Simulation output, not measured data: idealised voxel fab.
Proc. module: voxel transistor to metal
285 nm wide, 5 nm square cells: that's cross-section cut.
Cross-section spec: square-cell grid; bands listed top down; each band is one or more rows.
Within each band entry, the heights of the top and of the bottom of the band appear first, in that order and in nm; the materials of the band then follow from left to right, each with its corresponding width in nm. The designation "full width" on a single material indicates that it fills the band from edge to edge; the designation "air" indicates empty space.
Heights are measured from 0, the level below which the as-received wafer is all one material; the lowest band has no bottom and continues downward, written as in "top 0, no bottom".
A width given as "30 to 40" starts at the first number in the band's top row and ends at the second number in its bottom row, shifting by an equal amount at every step from row to row.
Where a step carries "all unchanged", the cross-section came out of it unchanged, cell for cell.
The label "Completely sealed voids" introduces a list of the empty spaces, 8 cells or larger, that have no open way up to the top; each entry in it reads width x height at distance, where the distance is taken from the left edge and all three are stated in nm.
Note: text after step settings on the step line = simulator remark on that step.
When a step includes a mask, the "overlay nm" setting on its line states how far to the right of its planned place that mask lay, and negative values state how far to the left.
Read each pair as before and after one process step. The after cross-section shows only down to the lowest band that changed. The step between them and its settings are given below the pair. Pairs can come from different runs of this module on the same starting wafer. A pair continues from the pair above only where its "State before" entry says so.
State before:
    top 0, no bottom: Si full width
    Completely sealed voids: none
Post-Step Section View:
    top 0, bottom -5: SiO2 full width
    No changes below -5.
    Completely sealed voids: none
Between the two cross-sections shown above lies OXIDIZE: depth nm 5
State before: this step begins from the cross-section that the pair just above shows after its step.
Post-Step Section View:
    top 10, bottom 0: SiN full width
    No changes below 0.
    Completely sealed voids: none
Between the two cross-sections shown above lies CONFORMAL_DEP: material SiN, thk nm 10
State before: this step begins from the cross-section that the pair just above shows after its step.
Post-Step Section View:
    top 25, bottom 10: aC full width
    No changes below 10.
    Completely sealed voids: none
Between the two cross-sections shown above lies DIRECTIONAL_DEP: material aC, thk nm 15
State before: this step begins from the cross-section that the pair just above shows after its step.
Post-Step Section View:
    top 55, bottom 25: air: 25; resist: 105; air: 25; resist: 105; air: 25
    No changes below 25.
    Completely sealed voids: none
Between the two cross-sections shown above lies PATTERN: tone cover, mask id ACTIVE, material resist, width nm 105, pitch nm 130, thk nm 30, overlay nm 0
State before: this step begins from the cross-section that the pair just above shows after its step.
Post-Step Section View:
    top 40, bottom 25: air: 25; resist: 105; air: 25; resist: 105; air: 25
    top 25, bottom 10: air: 25; aC: 105; air: 25; aC: 105; air: 25
    No changes below 10.
    Completely sealed voids: none
Between the two cross-sections shown above lies DIRECTIONAL_ETCH: etch materials aC, depth nm 15
State before: this step begins from the cross-section that the pair just above shows after its step.
Post-Step Section View:
    top 25, bottom 10: air: 25; aC: 105; air: 25; aC: 105; air: 25
    No changes below 10.
    Completely sealed voids: none
Between the two cross-sections shown above lies STRIP: etch materials resist
State before: this step begins from the cross-section that the pair just above shows after its step.
Post-Step Section View:
    top 25, bottom 10: air: 25; aC: 105; air: 25; aC: 105; air: 25
    top 10, bottom 0: air: 25; SiN: 105; air: 25; SiN: 105; air: 25
    No changes below 0.
    Completely sealed voids: none
Between the two cross-sections shown above lies DIRECTIONAL_ETCH: etch materials SiN, depth nm 10
State before: this step begins from the cross-section that the pair just above shows after its step.
Post-Step Section View:
    top 25, bottom 10: air: 25; aC: 105; air: 25; aC: 105; air: 25
    top 10, bottom 0: air: 25; SiN: 105; air: 25; SiN: 105; air: 25
    top 0, bottom -5: air: 25; SiO2: 105; air: 25; SiO2: 105; air: 25
    No changes below -5.
    Completely sealed voids: none
Between the two cross-sections shown above lies DIRECTIONAL_ETCH: etch materials SiO2, depth nm 5
State before: this step begins from the cross-section that the pair just above shows after its step.
Post-Step Section View:
    top 25, bottom 10: air: 25; aC: 105; air: 25; aC: 105; air: 25
    top 10, bottom 0: air: 25; SiN: 105; air: 25; SiN: 105; air: 25
    top 0, bottom -5: air: 25; SiO2: 105; air: 25; SiO2: 105; air: 25
    top -5, bottom -25: air: 25; Si: 105; air: 25; Si: 105; air: 25
    No changes below -25.
    Completely sealed voids: none
Between the two cross-sections shown above lies DIRECTIONAL_ETCH: etch materials Si, depth nm 20
State before: this step begins from the cross-section that the pair just above shows after its step.
Post-Step Section View:
    top 10, bottom 0: air: 25; SiN: 105; air: 25; SiN: 105; air: 25
    No changes below 0.
    Completely sealed voids: none
Between the two cross-sections shown above lies STRIP: etch materials aC
State before: this step begins from the cross-section that the pair just above shows after its step.
Post-Step Section View:
    top 15, bottom 10: SiO2 full width
    top 10, bottom 0: SiO2: 25; SiN: 105; SiO2: 25; SiN: 105; SiO2: 25
    top 0, bottom -5: SiO2 full width
    top -5, bottom -25: SiO2: 25; Si: 105; SiO2: 25; Si: 105; SiO2: 25
    No changes below -25.
    Completely sealed voids: none
Between the two cross-sections shown above lies FILL_DEP: material SiO2, thk nm 5
State before: this step begins from the cross-section that the pair just above shows after its step.
Post-Step Section View:
    top 10, bottom 0: SiO2: 25; SiN: 105; SiO2: 25; SiN: 105; SiO2: 25
    No changes below 0.
    Completely sealed voids: none
Between the two cross-sections shown above lies CMP: height nm 10
State before: this step begins from the cross-section that the pair just above shows after its step.
Post-Step Section View:
    top 10, bottom 0: air: 25; SiN: 105; air: 25; SiN: 105; air: 25
    No changes below 0.
    Completely sealed voids: none
Between the two cross-sections shown above lies SELECTIVE_ETCH: etch materials SiO2, depth nm 10
State before: this step begins from the cross-section that the pair just above shows after its step.
Post-Step Section View:
    top 0, bottom -5: SiO2 full width
    No changes below -5.
    Completely sealed voids: none
Between the two cross-sections shown above lies STRIP: etch materials SiN
State before: this step begins from the cross-section that the pair just above shows after its step.
Post-Step Section View:
    top -5, bottom -25: SiO2: 25; Si: 105; SiO2: 25; Si: 105; SiO2: 25
    No changes below -25.
    Completely sealed voids: none
Between the two cross-sections shown above lies SELECTIVE_ETCH: etch materials SiO2, depth nm 5
State before: this step begins from the cross-section that the pair just above shows after its step.
Post-Step Section View:
    top -5, bottom -10: SiO2 full width
    No changes below -10.
    Completely sealed voids: none
Between the two cross-sections shown above lies OXIDIZE: depth nm 5
State before: this step begins from the cross-section that the pair just above shows after its step.
Post-Step Section View:
    top 15, bottom -5: polySi full width
    No changes below -5.
    Completely sealed voids: none
Between the two cross-sections shown above lies DIRECTIONAL_DEP: material polySi, thk nm 20
State before: this step begins from the cross-section that the pair just above shows after its step.
Post-Step Section View:
    top 25, bottom 15: SiCN full width
    No changes below 15.
    Completely sealed voids: none
Between the two cross-sections shown above lies DIRECTIONAL_DEP: material SiCN, thk nm 10
State before: this step begins from the cross-section that the pair just above shows after its step.
Post-Step Section View:
    top 40, bottom 25: air: 60; resist: 35; air: 95; resist: 35; air: 60
    No changes below 25.
    Completely sealed voids: none
Between the two cross-sections shown above lies PATTERN: tone cover, mask id GATE, material resist, width nm 35, pitch nm 130, thk nm 15, overlay nm 0
State before: this step begins from the cross-section that the pair just above shows after its step.
Post-Step Section View:
    top 40, bottom 25: air: 60; resist: 35; air: 95; resist: 35; air: 60
    top 25, bottom 15: air: 60; SiCN: 35; air: 95; SiCN: 35; air: 60
    No changes below 15.
    Completely sealed voids: none
Between the two cross-sections shown above lies DIRECTIONAL_ETCH: etch materials SiCN, depth nm 20
State before: this step begins from the cross-section that the pair just above shows after its step.
Post-Step Section View:
    top 40, bottom 25: air: 60; resist: 35; air: 95; resist: 35; air: 60
    top 25, bottom 15: air: 60; SiCN: 35; air: 95; SiCN: 35; air: 60
    top 15, bottom -5: air: 60; polySi: 35; air: 95; polySi: 35; air: 60
    No changes below -5.
    Completely sealed voids: none
Between the two cross-sections shown above lies DIRECTIONAL_ETCH: etch materials polySi, depth nm 30
State before: this step begins from the cross-section that the pair just above shows after its step.
Post-Step Section View:
    top 25, bottom 15: air: 60; SiCN: 35; air: 95; SiCN: 35; air: 60
    No changes below 15.
    Completely sealed voids: none
Between the two cross-sections shown above lies STRIP: etch materials resist
State before: this step begins from the cross-section that the pair just above shows after its step.
Post-Step Section View:
    top 35, bottom 25: air: 50; SiN: 55; air: 75; SiN: 55; air: 50
    top 25, bottom 15: air: 50; SiN: 10; SiCN: 35; SiN: 10; air: 75; SiN: 10; SiCN: 35; SiN: 10; air: 50
    top 15, bottom 5: air: 50; SiN: 10; polySi: 35; SiN: 10; air: 75; SiN: 10; polySi: 35; SiN: 10; air: 50
    top 5, bottom -5: SiN: 60; polySi: 35; SiN: 95; polySi: 35; SiN: 60
    No changes below -5.
    Completely sealed voids: none
Between the two cross-sections shown above lies CONFORMAL_DEP: material SiN, thk nm 10
State before: this step begins from the cross-section that the pair just above shows after its step.
Post-Step Section View:
    top 25, bottom 15: air: 50; SiN: 10; SiCN: 35; SiN: 10; air: 75; SiN: 10; SiCN: 35; SiN: 10; air: 50
    top 15, bottom -5: air: 50; SiN: 10; polySi: 35; SiN: 10; air: 75; SiN: 10; polySi: 35; SiN: 10; air: 50
    No changes below -5.
    Completely sealed voids: none
Between the two cross-sections shown above lies DIRECTIONAL_ETCH: etch materials SiN, depth nm 10
State before: this step begins from the cross-section that the pair just above shows after its step.
Post-Step Section View:
    top 25, bottom 15: air: 50; SiN: 10; SiCN: 35; SiN: 10; air: 75; SiN: 10; SiCN: 35; SiN: 10; air: 50
    top 15, bottom -5: air: 50; SiN: 10; polySi: 35; SiN: 10; air: 75; SiN: 10; polySi: 35; SiN: 10; air: 50
    top -5, bottom -10: air: 50; SiO2: 55; air: 75; SiO2: 55; air: 50
    No changes below -10.
    Completely sealed voids: none
Between the two cross-sections shown above lies DIRECTIONAL_ETCH: etch materials SiO2, depth nm 5
State before: this step begins from the cross-section that the pair just above shows after its step.
Post-Step Section View:
    top 25, bottom 15: air: 50; SiN: 10; SiCN: 35; SiN: 10; air: 75; SiN: 10; SiCN: 35; SiN: 10; air: 50
    top 15, bottom -5: air: 50; SiN: 10; polySi: 35; SiN: 10; air: 75; SiN: 10; polySi: 35; SiN: 10; air: 50
    top -5, bottom -10: air: 50; SiO2: 55; air: 75; SiO2: 55; air: 50
    top -10, bottom -20: SiO2: 25; air: 25; Si: 55; air: 25; SiO2: 25; air: 25; Si: 55; air: 25; SiO2: 25
    No changes below -20.
    Completely sealed voids: none
Between the two cross-sections shown above lies DIRECTIONAL_ETCH: etch materials Si, depth nm 10
State before: this step begins from the cross-section that the pair just above shows after its step.
Post-Step Section View:
    top 25, bottom 15: air: 50; SiN: 10; SiCN: 35; SiN: 10; air: 75; SiN: 10; SiCN: 35; SiN: 10; air: 50
    top 15, bottom 5: air: 50; SiN: 10; polySi: 35; SiN: 10; air: 75; SiN: 10; polySi: 35; SiN: 10; air: 50
    top 5, bottom -5: air: 35; pSi: 15; SiN: 10; polySi: 35; SiN: 10; pSi: 15; air: 45; pSi: 15; SiN: 10; polySi: 35; SiN: 10; pSi: 15; air: 35
    top -5, bottom -10: air: 20; pSi: 30; SiO2: 55; pSi: 30; air: 15; pSi: 30; SiO2: 55; pSi: 30; air: 20
    top -10, bottom -20: SiO2: 25; pSi: 25; Si: 55; pSi: 25; SiO2: 25; pSi: 25; Si: 55; pSi: 25; SiO2: 25
    No changes below -20.
    Completely sealed voids: none
Between the two cross-sections shown above lies EPI: material pSi, thk nm 15
State before: this step begins from the cross-section that the pair just above shows after its step.
Post-Step Section View:
    top 30, bottom 25: SiO2 full width
    top 25, bottom 15: SiO2: 50; SiN: 10; SiCN: 35; SiN: 10; SiO2: 75; SiN: 10; SiCN: 35; SiN: 10; SiO2: 50
    top 15, bottom 5: SiO2: 50; SiN: 10; polySi: 35; SiN: 10; SiO2: 75; SiN: 10; polySi: 35; SiN: 10; SiO2: 50
    top 5, bottom -5: SiO2: 35; pSi: 15; SiN: 10; polySi: 35; SiN: 10; pSi: 15; SiO2: 45; pSi: 15; SiN: 10; polySi: 35; SiN: 10; pSi: 15; SiO2: 35
    top -5, bottom -10: SiO2: 20; pSi: 30; SiO2: 55; pSi: 30; SiO2: 15; pSi: 30; SiO2: 55; pSi: 30; SiO2: 20
    No changes below -10.
    Completely sealed voids: none
Between the two cross-sections shown above lies FILL_DEP: material SiO2, thk nm 5
State before: this step begins from the cross-section that the pair just above shows after its step.
Post-Step Section View:
    top 15, bottom 5: SiO2: 50; SiN: 10; polySi: 35; SiN: 10; SiO2: 75; SiN: 10; polySi: 35; SiN: 10; SiO2: 50
    No changes below 5.
    Completely sealed voids: none
Between the two cross-sections shown above lies CMP: height nm 15
State before: this step begins from the cross-section that the pair just above shows after its step.
Post-Step Section View:
    top 15, bottom 5: SiO2: 50; SiN: 10; air: 35; SiN: 10; SiO2: 75; SiN: 10; air: 35; SiN: 10; SiO2: 50
    top 5, bottom -5: SiO2: 35; pSi: 15; SiN: 10; air: 35; SiN: 10; pSi: 15; SiO2: 45; pSi: 15; SiN: 10; air: 35; SiN: 10; pSi: 15; SiO2: 35
    No changes below -5.
    Completely sealed voids: none
Between the two cross-sections shown above lies STRIP: etch materials polySi
State before: this step begins from the cross-section that the pair just above shows after its step.
Post-Step Section View:
    top 15, bottom 10: air: 50; SiN: 10; air: 35; SiN: 10; air: 75; SiN: 10; air: 35; SiN: 10; air: 50
    top 10, bottom 5: SiO2: 50; SiN: 10; air: 35; SiN: 10; SiO2: 75; SiN: 10; air: 35; SiN: 10; SiO2: 50
    top 5, bottom -5: SiO2: 35; pSi: 15; SiN: 10; air: 35; SiN: 10; pSi: 15; SiO2: 45; pSi: 15; SiN: 10; air: 35; SiN: 10; pSi: 15; SiO2: 35
    top -5, bottom -10: SiO2: 20; pSi: 30; SiO2: 5; air: 45; SiO2: 5; pSi: 30; SiO2: 15; pSi: 30; SiO2: 5; air: 45; SiO2: 5; pSi: 30; SiO2: 20
    No changes below -10.
    Completely sealed voids: none
Between the two cross-sections shown above lies SELECTIVE_ETCH: etch materials SiO2, depth nm 5
State before: this step begins from the cross-section that the pair just above shows after its step.
Post-Step Section View:
    top 20, bottom 15: air: 45; HfO2: 20; air: 25; HfO2: 20; air: 65; HfO2: 20; air: 25; HfO2: 20; air: 45
    top 15, bottom 10: HfO2: 50; SiN: 10; HfO2: 5; air: 25; HfO2: 5; SiN: 10; HfO2: 75; SiN: 10; HfO2: 5; air: 25; HfO2: 5; SiN: 10; HfO2: 50
    top 10, bottom 5: SiO2: 50; SiN: 10; HfO2: 5; air: 25; HfO2: 5; SiN: 10; SiO2: 75; SiN: 10; HfO2: 5; air: 25; HfO2: 5; SiN: 10; SiO2: 50
    top 5, bottom -5: SiO2: 35; pSi: 15; SiN: 10; HfO2: 5; air: 25; HfO2: 5; SiN: 10; pSi: 15; SiO2: 45; pSi: 15; SiN: 10; HfO2: 5; air: 25; HfO2: 5; SiN: 10; pSi: 15; SiO2: 35
    top -5, bottom -10: SiO2: 20; pSi: 30; SiO2: 5; HfO2: 45; SiO2: 5; pSi: 30; SiO2: 15; pSi: 30; SiO2: 5; HfO2: 45; SiO2: 5; pSi: 30; SiO2: 20
    No changes below -10.
    Completely sealed voids: none
Between the two cross-sections shown above lies CONFORMAL_DEP: material HfO2, thk nm 5
State before: this step begins from the cross-section that the pair just above shows after its step.
Post-Step Section View:
    top 25, bottom 20: air: 40; TiN: 30; air: 15; TiN: 30; air: 55; TiN: 30; air: 15; TiN: 30; air: 40
    top 20, bottom 15: TiN: 45; HfO2: 20; TiN: 5; air: 15; TiN: 5; HfO2: 20; TiN: 65; HfO2: 20; TiN: 5; air: 15; TiN: 5; HfO2: 20; TiN: 45
    top 15, bottom 10: HfO2: 50; SiN: 10; HfO2: 5; TiN: 5; air: 15; TiN: 5; HfO2: 5; SiN: 10; HfO2: 75; SiN: 10; HfO2: 5; TiN: 5; air: 15; TiN: 5; HfO2: 5; SiN: 10; HfO2: 50
    top 10, bottom 5: SiO2: 50; SiN: 10; HfO2: 5; TiN: 5; air: 15; TiN: 5; HfO2: 5; SiN: 10; SiO2: 75; SiN: 10; HfO2: 5; TiN: 5; air: 15; TiN: 5; HfO2: 5; SiN: 10; SiO2: 50
    top 5, bottom 0: SiO2: 35; pSi: 15; SiN: 10; HfO2: 5; TiN: 5; air: 15; TiN: 5; HfO2: 5; SiN: 10; pSi: 15; SiO2: 45; pSi: 15; SiN: 10; HfO2: 5; TiN: 5; air: 15; TiN: 5; HfO2: 5; SiN: 10; pSi: 15; SiO2: 35
    top 0, bottom -5: SiO2: 35; pSi: 15; SiN: 10; HfO2: 5; TiN: 25; HfO2: 5; SiN: 10; pSi: 15; SiO2: 45; pSi: 15; SiN: 10; HfO2: 5; TiN: 25; HfO2: 5; SiN: 10; pSi: 15; SiO2: 35
    No changes below -5.
    Completely sealed voids: none
Between the two cross-sections shown above lies CONFORMAL_DEP: material TiN, thk nm 5
State before: this step begins from the cross-section that the pair just above shows after its step.
Post-Step Section View:
    top 35, bottom 25: W full width
    top 25, bottom 20: W: 40; TiN: 30; W: 15; TiN: 30; W: 55; TiN: 30; W: 15; TiN: 30; W: 40
    top 20, bottom 15: TiN: 45; HfO2: 20; TiN: 5; W: 15; TiN: 5; HfO2: 20; TiN: 65; HfO2: 20; TiN: 5; W: 15; TiN: 5; HfO2: 20; TiN: 45
    top 15, bottom 10: HfO2: 50; SiN: 10; HfO2: 5; TiN: 5; W: 15; TiN: 5; HfO2: 5; SiN: 10; HfO2: 75; SiN: 10; HfO2: 5; TiN: 5; W: 15; TiN: 5; HfO2: 5; SiN: 10; HfO2: 50
    top 10, bottom 5: SiO2: 50; SiN: 10; HfO2: 5; TiN: 5; W: 15; TiN: 5; HfO2: 5; SiN: 10; SiO2: 75; SiN: 10; HfO2: 5; TiN: 5; W: 15; TiN: 5; HfO2: 5; SiN: 10; SiO2: 50
    top 5, bottom 0: SiO2: 35; pSi: 15; SiN: 10; HfO2: 5; TiN: 5; W: 15; TiN: 5; HfO2: 5; SiN: 10; pSi: 15; SiO2: 45; pSi: 15; SiN: 10; HfO2: 5; TiN: 5; W: 15; TiN: 5; HfO2: 5; SiN: 10; pSi: 15; SiO2: 35
    No changes below 0.
    Completely sealed voids: none
Between the two cross-sections shown above lies FILL_DEP: material W, thk nm 10
State before: this step begins from the cross-section that the pair just above shows after its step.
Post-Step Section View:
    top 10, bottom 5: SiO2: 50; SiN: 10; HfO2: 5; TiN: 5; W: 15; TiN: 5; HfO2: 5; SiN: 10; SiO2: 75; SiN: 10; HfO2: 5; TiN: 5; W: 15; TiN: 5; HfO2: 5; SiN: 10; SiO2: 50
    No changes below 5.
    Completely sealed voids: none
Between the two cross-sections shown above lies CMP: height nm 10
State before: this step begins from the cross-section that the pair just above shows after its step.
Post-Step Section View:
    top 20, bottom 10: SiO2 full width
    No changes below 10.
    Completely sealed voids: none
Between the two cross-sections shown above lies DIRECTIONAL_DEP: material SiO2, thk nm 10
State before: this step begins from the cross-section that the pair just above shows after its step.
Post-Step Section View:
    top 20, bottom 10: SiO2: 30; air: 15; SiO2: 65; air: 15; SiO2: 35; air: 15; SiO2: 65; air: 15; SiO2: 30
    top 10, bottom 5: SiO2: 30; air: 15; SiO2: 5; SiN: 10; HfO2: 5; TiN: 5; W: 15; TiN: 5; HfO2: 5; SiN: 10; SiO2: 5; air: 15; SiO2: 35; air: 15; SiO2: 5; SiN: 10; HfO2: 5; TiN: 5; W: 15; TiN: 5; HfO2: 5; SiN: 10; SiO2: 5; air: 15; SiO2: 30
    top 5, bottom 0: SiO2: 30; air: 5; pSi: 15; SiN: 10; HfO2: 5; TiN: 5; W: 15; TiN: 5; HfO2: 5; SiN: 10; pSi: 15; air: 5; SiO2: 35; air: 5; pSi: 15; SiN: 10; HfO2: 5; TiN: 5; W: 15; TiN: 5; HfO2: 5; SiN: 10; pSi: 15; air: 5; SiO2: 30
    top 0, bottom -5: SiO2: 30; air: 5; pSi: 15; SiN: 10; HfO2: 5; TiN: 25; HfO2: 5; SiN: 10; pSi: 15; air: 5; SiO2: 35; air: 5; pSi: 15; SiN: 10; HfO2: 5; TiN: 25; HfO2: 5; SiN: 10; pSi: 15; air: 5; SiO2: 30
    No changes below -5.
    Completely sealed voids: none
Between the two cross-sections shown above lies MASKED_ETCH: tone open, mask id CONTACT, width nm 15, etch materials SiO2, depth nm 25, overlay nm 0
State before: this step begins from the cross-section that the pair just above shows after its step.
Post-Step Section View:
    top 25, bottom 20: TiN: 35; air: 5; TiN: 75; air: 5; TiN: 45; air: 5; TiN: 75; air: 5; TiN: 35
    top 20, bottom 10: SiO2: 30; TiN: 5; air: 5; TiN: 5; SiO2: 65; TiN: 5; air: 5; TiN: 5; SiO2: 35; TiN: 5; air: 5; TiN: 5; SiO2: 65; TiN: 5; air: 5; TiN: 5; SiO2: 30
    top 10, bottom 5: SiO2: 30; TiN: 15; SiO2: 5; SiN: 10; HfO2: 5; TiN: 5; W: 15; TiN: 5; HfO2: 5; SiN: 10; SiO2: 5; TiN: 15; SiO2: 35; TiN: 15; SiO2: 5; SiN: 10; HfO2: 5; TiN: 5; W: 15; TiN: 5; HfO2: 5; SiN: 10; SiO2: 5; TiN: 15; SiO2: 30
    top 5, bottom 0: SiO2: 30; TiN: 5; pSi: 15; SiN: 10; HfO2: 5; TiN: 5; W: 15; TiN: 5; HfO2: 5; SiN: 10; pSi: 15; TiN: 5; SiO2: 35; TiN: 5; pSi: 15; SiN: 10; HfO2: 5; TiN: 5; W: 15; TiN: 5; HfO2: 5; SiN: 10; pSi: 15; TiN: 5; SiO2: 30
    top 0, bottom -5: SiO2: 30; TiN: 5; pSi: 15; SiN: 10; HfO2: 5; TiN: 25; HfO2: 5; SiN: 10; pSi: 15; TiN: 5; SiO2: 35; TiN: 5; pSi: 15; SiN: 10; HfO2: 5; TiN: 25; HfO2: 5; SiN: 10; pSi: 15; TiN: 5; SiO2: 30
    No changes below -5.
    Completely sealed voids: none
Between the two cross-sections shown above lies CONFORMAL_DEP: material TiN, thk nm 5
State before: this step begins from the cross-section that the pair just above shows after its step.
Post-Step Section View:
    top 35, bottom 25: W full width
    top 25, bottom 20: TiN: 35; W: 5; TiN: 75; W: 5; TiN: 45; W: 5; TiN: 75; W: 5; TiN: 35
    top 20, bottom 10: SiO2: 30; TiN: 5; W: 5; TiN: 5; SiO2: 65; TiN: 5; W: 5; TiN: 5; SiO2: 35; TiN: 5; W: 5; TiN: 5; SiO2: 65; TiN: 5; W: 5; TiN: 5; SiO2: 30
    No changes below 10.
    Completely sealed voids: none
Between the two cross-sections shown above lies FILL_DEP: material W, thk nm 10
State before: this step begins from the cross-section that the pair just above shows after its step.
Post-Step Section View:
    top 20, bottom 10: SiO2: 30; TiN: 5; W: 5; TiN: 5; SiO2: 65; TiN: 5; W: 5; TiN: 5; SiO2: 35; TiN: 5; W: 5; TiN: 5; SiO2: 65; TiN: 5; W: 5; TiN: 5; SiO2: 30
    No changes below 10.
    Completely sealed voids: none
Between the two cross-sections shown above lies CMP: height nm 20
State before: this step begins from the cross-section that the pair just above shows after its step.
Post-Step Section View:
    top 25, bottom 20: TiN full width
    No changes below 20.
    Completely sealed voids: none
Between the two cross-sections shown above lies DIRECTIONAL_DEP: material TiN, thk nm 5
State before: this step begins from the cross-section that the pair just above shows after its step.
Post-Step Section View:
    top 50, bottom 25: W full width
    No changes below 25.
    Completely sealed voids: none
Between the two cross-sections shown above lies DIRECTIONAL_DEP: material W, thk nm 25
State before: this step begins from the cross-section that the pair just above shows after its step.
Post-Step Section View:
    top 65, bottom 50: air: 30; resist: 15; air: 65; resist: 15; air: 35; resist: 15; air: 65; resist: 15; air: 30
    No changes below 50.
    Completely sealed voids: none
Between the two cross-sections shown above lies PATTERN: tone cover, mask id METAL_1, material resist, width nm 15, thk nm 15, overlay nm 0
State before: this step begins from the cross-section that the pair just above shows after its step.
Post-Step Section View:
    top 65, bottom 50: air: 30; resist: 15; air: 65; resist: 15; air: 35; resist: 15; air: 65; resist: 15; air: 30
    top 50, bottom 25: air: 30; W: 15; air: 65; W: 15; air: 35; W: 15; air: 65; W: 15; air: 30
    No changes below 25.
    Completely sealed voids: none
Between the two cross-sections shown above lies DIRECTIONAL_ETCH: etch materials W, depth nm 25
State before: this step begins from the cross-section that the pair just above shows after its step.
Post-Step Section View:
    top 65, bottom 50: air: 30; resist: 15; air: 65; resist: 15; air: 35; resist: 15; air: 65; resist: 15; air: 30
    top 50, bottom 25: air: 30; W: 15; air: 65; W: 15; air: 35; W: 15; air: 65; W: 15; air: 30
    top 25, bottom 20: air: 30; TiN: 15; air: 65; TiN: 15; air: 35; TiN: 15; air: 65; TiN: 15; air: 30
    No changes below 20.
    Completely sealed voids: none
Between the two cross-sections shown above lies DIRECTIONAL_ETCH: etch materials TiN, depth nm 5
State before: this step begins from the cross-section that the pair just above shows after its step.
Post-Step Section View:
    top 50, bottom 25: air: 30; W: 15; air: 65; W: 15; air: 35; W: 15; air: 65; W: 15; air: 30
    No changes below 25.
    Completely sealed voids: none
Between the two cross-sections shown above lies STRIP: etch materials resist
State before: this step begins from the cross-section that the pair just above shows after its step.
Post-Step Section View:
    top 55, bottom 50: air: 25; SiN: 25; air: 55; SiN: 25; air: 25; SiN: 25; air: 55; SiN: 25; air: 25
    top 50, bottom 25: air: 25; SiN: 5; W: 15; SiN: 5; air: 55; SiN: 5; W: 15; SiN: 5; air: 25; SiN: 5; W: 15; SiN: 5; air: 55; SiN: 5; W: 15; SiN: 5; air: 25
    top 25, bottom 20: SiN: 30; TiN: 15; SiN: 65; TiN: 15; SiN: 35; TiN: 15; SiN: 65; TiN: 15; SiN: 30
    No changes below 20.
    Completely sealed voids: none
Between the two cross-sections shown above lies CONFORMAL_DEP: material SiN, thk nm 5
State before: this step begins from the cross-section that the pair just above shows after its step.
Post-Step Section View:
    top 60, bottom 55: lowk full width
    top 55, bottom 50: lowk: 25; SiN: 25; lowk: 55; SiN: 25; lowk: 25; SiN: 25; lowk: 55; SiN: 25; lowk: 25
    top 50, bottom 25: lowk: 25; SiN: 5; W: 15; SiN: 5; lowk: 55; SiN: 5; W: 15; SiN: 5; lowk: 25; SiN: 5; W: 15; SiN: 5; lowk: 55; SiN: 5; W: 15; SiN: 5; lowk: 25
    No changes below 25.
    Completely sealed voids: none
Between the two cross-sections shown above lies FILL_DEP: material lowk, thk nm 5
State before: this step begins from the cross-section that the pair just above shows after its step.
Post-Step Section View:
    top 50, bottom 25: lowk: 25; SiN: 5; W: 15; SiN: 5; lowk: 55; SiN: 5; W: 15; SiN: 5; lowk: 25; SiN: 5; W: 15; SiN: 5; lowk: 55; SiN: 5; W: 15; SiN: 5; lowk: 25
    No changes below 25.
    Completely sealed voids: none
Between the two cross-sections shown above lies CMP: height nm 50
State before: this step begins from the cross-section that the pair just above shows after its step.
Post-Step Section View:
    top 55, bottom 50: SiCN full width
    No changes below 50.
    Completely sealed voids: none
Between the two cross-sections shown above lies CONFORMAL_DEP: material SiCN, thk nm 5
State before: this step begins from the cross-section that the pair just above shows after its step.
Post-Step Section View:
    top 80, bottom 55: lowk full width
    No changes below 55.
    Completely sealed voids: none
Between the two cross-sections shown above lies DIRECTIONAL_DEP: material lowk, thk nm 25
State before: this step begins from the cross-section that the pair just above shows after its step.
Post-Step Section View:
    top 90, bottom 80: aC full width
    No changes below 80.
    Completely sealed voids: none
Between the two cross-sections shown above lies DIRECTIONAL_DEP: material aC, thk nm 10
State before: this step begins from the cross-section that the pair just above shows after its step.
Post-Step Section View:
    top 115, bottom 90: resist: 30; air: 15; resist: 115; air: 15; resist: 110
    No changes below 90.
    Completely sealed voids: none
Between the two cross-sections shown above lies PATTERN: tone open, mask id METAL_2, material resist, width nm 15, pitch nm 130, thk nm 25, overlay nm 0
State before: this step begins from the cross-section that the pair just above shows after its step.
Post-Step Section View:
    top 105, bottom 90: resist: 30; air: 15; resist: 115; air: 15; resist: 110
    top 90, bottom 80: aC: 30; air: 15; aC: 115; air: 15; aC: 110
    No changes below 80.
    Completely sealed voids: none
Between the two cross-sections shown above lies DIRECTIONAL_ETCH: etch materials aC, depth nm 10
State before: this step begins from the cross-section that the pair just above shows after its step.
Post-Step Section View:
    top 90, bottom 80: aC: 30; air: 15; aC: 115; air: 15; aC: 110
    No changes below 80.
    Completely sealed voids: none
Between the two cross-sections shown above lies STRIP: etch materials resist
State before: this step begins from the cross-section that the pair just above shows after its step.
Post-Step Section View:
    top 90, bottom 80: aC: 30; air: 15; aC: 115; air: 15; aC: 110
    top 80, bottom 65: lowk: 30; air: 15; lowk: 115; air: 15; lowk: 110
    No changes below 65.
    Completely sealed voids: none
Between the two cross-sections shown above lies DIRECTIONAL_ETCH: etch materials lowk, depth nm 15
State before: this step begins from the cross-section that the pair just above shows after its step.
Post-Step Section View:
    top 80, bottom 65: lowk: 30; air: 15; lowk: 115; air: 15; lowk: 110
    No changes below 65.
    Completely sealed voids: none
Between the two cross-sections shown above lies STRIP: etch materials aC
State before: this step begins from the cross-section that the pair just above shows after its step.
Post-Step Section View:
    top 95, bottom 80: aC: 30; air: 15; aC: 115; air: 15; aC: 110
    top 80, bottom 65: lowk: 30; aC: 15; lowk: 115; aC: 15; lowk: 110
    No changes below 65.
    Completely sealed voids: none
Between the two cross-sections shown above lies DIRECTIONAL_DEP: material aC, thk nm 15
State before: this step begins from the cross-section that the pair just above shows after its step.
Post-Step Section View:
    top 130, bottom 95: resist: 30; air: 15; resist: 115; air: 15; resist: 110
    No changes below 95.
    Completely sealed voids: none
Between the two cross-sections shown above lies PATTERN: tone open, mask id METAL_2_HOLES, material resist, width nm 15, pitch nm 130, thk nm 35, overlay nm 0
State before: this step begins from the cross-section that the pair just above shows after its step.
Post-Step Section View:
    top 115, bottom 95: resist: 30; air: 15; resist: 115; air: 15; resist: 110
    top 95, bottom 80: aC: 30; air: 15; aC: 115; air: 15; aC: 110
    top 80, bottom 65: lowk: 30; air: 15; lowk: 115; air: 15; lowk: 110
    No changes below 65.
    Completely sealed voids: none
Between the two cross-sections shown above lies DIRECTIONAL_ETCH: etch materials aC, depth nm 15
State before: this step begins from the cross-section that the pair just above shows after its step.
Post-Step Section View:
    top 95, bottom 80: aC: 30; air: 15; aC: 115; air: 15; aC: 110
    No changes below 80.
    Completely sealed voids: none
Between the two cross-sections shown above lies STRIP: etch materials resist
State before: this step begins from the cross-section that the pair just above shows after its step.
Post-Step Section View:
    top 95, bottom 80: aC: 30; air: 15; aC: 115; air: 15; aC: 110
    top 80, bottom 55: lowk: 30; air: 15; lowk: 115; air: 15; lowk: 110
    No changes below 55.
    Completely sealed voids: none
Between the two cross-sections shown above lies DIRECTIONAL_ETCH: etch materials lowk, depth nm 10
